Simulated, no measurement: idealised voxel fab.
process module | voxel capacitor over wiring
cross-section cut | 255 nm wide | cells 5 nm
A cross-section is a grid of square cells, given in bands from the top down. A band is one or more rows of cells.
Each band's line starts with the height of the band's top and of its bottom, in nm. Then come its materials from left to right, each with its width in nm. One material with "throughout" fills the band from edge to edge. "air" is empty space.
Height 0 is the level under which the wafer as received is all one material. The lowest band goes on downwards, as in "0 down".
A width such as "30 to 40" changes by the same amount from each row of cells to the next, from the band's top row to its bottom row.
"no change" after a step means that no cell of the cross-section changed.
closed voids: empty space of 8 cells or more with no open way to the top, each as width x height at its distance from the left edge, in nm
after a step's settings: what the simulator itself notes on the step
overlay nm, on a step with a mask: how far to the right of its planned place the mask lay; to the left if negative
plan
1 op RECEIVE | material Si
2 op CONFORMAL_DEP | material SiO2 | thk nm 15
3 op DIRECTIONAL_DEP | material TiN | thk nm 5
4 op DIRECTIONAL_DEP | material Ru | thk nm 15
5 op PATTERN | tone cover | mask id METAL_1 | material resist | width nm 30 | pitch nm 95 | thk nm 15 | overlay nm 0
6 op DIRECTIONAL_ETCH | etch materials Ru | depth nm 15
7 op DIRECTIONAL_ETCH | etch materials TiN | depth nm 5
8 op STRIP | etch materials resist
9 op FILL_DEP | material lowk | thk nm 5
10 op CMP | height nm 35
11 op CONFORMAL_DEP | material SiCN | thk nm 5
12 op DIRECTIONAL_DEP | material SiO2 | thk nm 10
13 op MASKED_ETCH | tone open | mask id PLUG_1 | width nm 15 | etch materials SiO2 | depth nm 10 | overlay nm -15
14 op MASKED_ETCH | tone open | mask id PLUG_1 | width nm 15 | etch materials SiCN | depth nm 5 | overlay nm 0
15 op EPI | material Ru | thk nm 10
16 op EPI | material Ru | thk nm 5
17 op DIRECTIONAL_DEP | material TiN | thk nm 5
18 op DIRECTIONAL_DEP | material HfO2 | thk nm 5
19 op DIRECTIONAL_DEP | material TiN | thk nm 5
20 op DIRECTIONAL_DEP | material aC | thk nm 10
21 op PATTERN | tone cover | mask id UPPER_PLATE | material resist | width nm 70 | thk nm 25 | overlay nm 0
22 op DIRECTIONAL_ETCH | etch materials aC | depth nm 10
23 op STRIP | etch materials resist
24 op DIRECTIONAL_ETCH | etch materials TiN | depth nm 5
25 op DIRECTIONAL_ETCH | etch materials HfO2 | depth nm 5
26 op STRIP | etch materials aC
27 op PATTERN | tone cover | mask id LOWER_PLATE | material resist | width nm 80 | thk nm 15 | overlay nm 0
28 op DIRECTIONAL_ETCH | etch materials TiN | depth nm 5
29 op STRIP | etch materials resist
30 op FILL_DEP | material SiO2 | thk nm 15
31 op CMP | height nm 75
32 op PATTERN | tone open | mask id PLUG_2 | material resist | width nm 15 | thk nm 15 | overlay nm 0
33 op DIRECTIONAL_ETCH | etch materials SiO2 | depth nm 10
34 op STRIP | etch materials resist
35 op CONFORMAL_DEP | material TiN | thk nm 5
36 op FILL_DEP | material Cu | thk nm 10
37 op CMP | height nm 75
38 op CONFORMAL_DEP | material SiCN | thk nm 5
varied across the wafers: overlay nm of step 13. The plan shows the first wafer's value. All wafers start alike
first wafer as received, after step 1
  0 down: Si throughout
  closed voids: none
first wafer at the end, after step 38
  80 to 75: SiCN throughout
  75 to 70: SiO2 90 | TiN 5 | Cu 5 | TiN 5 | SiO2 150
  70 to 60: SiO2 90 to 80 | TiN 15 to 70 | SiO2 150 to 105
  60 to 55: SiO2 80 | HfO2 70 | SiO2 105
  55 to 50: SiO2 80 | TiN 75 | SiO2 100
  50 to 45: SiO2 throughout
  45 to 40: SiO2 75 | TiN 5 | SiO2 175
  40 to 35: SiCN throughout
  35 to 20: lowk 65 | Ru 30 | lowk 65 | Ru 30 | lowk 65
  20 to 15: lowk 65 | TiN 30 | lowk 65 | TiN 30 | lowk 65
  15 to 0: SiO2 throughout
  0 down: Si throughout
  closed voids: none
last wafer at the end
  80 to 75: SiCN throughout
  75 to 70: SiO2 90 | TiN 5 | Cu 5 | TiN 5 | SiO2 150
  70 to 65: SiO2 90 | TiN 15 | SiO2 150
  65 to 60: SiO2 80 | TiN 15 | SiO2 15 | TiN 40 | SiO2 105
  60 to 55: SiO2 80 | HfO2 15 | SiO2 15 | HfO2 40 | SiO2 105
  55 to 50: SiO2 75 | TiN 80 | SiO2 100
  50 to 45: SiO2 95 | HfO2 15 | SiO2 145
  45 to 40: SiO2 95 | TiN 15 | SiO2 145
  40 to 35: SiCN throughout
  35 to 20: lowk 65 | Ru 30 | lowk 65 | Ru 30 | lowk 65
  20 to 15: lowk 65 | TiN 30 | lowk 65 | TiN 30 | lowk 65
  15 to 0: SiO2 throughout
  0 down: Si throughout
  closed voids: none
each wafer at the end: cells of each material gained (+) or lost (-) since it was received, then its closed voids
overlay nm -15 | +1 Cu | +14 HfO2 | +36 Ru | +102 SiCN | +460 SiO2 | +47 TiN | +156 lowk | closed voids: none
overlay nm -10 | +1 Cu | +14 HfO2 | +43 Ru | +101 SiCN | +454 SiO2 | +47 TiN | +156 lowk | closed voids: none
overlay nm -5 | +1 Cu | +14 HfO2 | +44 Ru | +100 SiCN | +454 SiO2 | +47 TiN | +156 lowk | closed voids: none
overlay nm 0 | +1 Cu | +14 HfO2 | +45 Ru | +99 SiCN | +454 SiO2 | +47 TiN | +156 lowk | closed voids: none
overlay nm 5 | +1 Cu | +14 HfO2 | +44 Ru | +100 SiCN | +454 SiO2 | +47 TiN | +156 lowk | closed voids: none
overlay nm 10 | +1 Cu | +14 HfO2 | +43 Ru | +101 SiCN | +454 SiO2 | +47 TiN | +156 lowk | closed voids: none
overlay nm 15 | +1 Cu | +14 HfO2 | +36 Ru | +102 SiCN | +460 SiO2 | +47 TiN | +156 lowk | closed voids: none
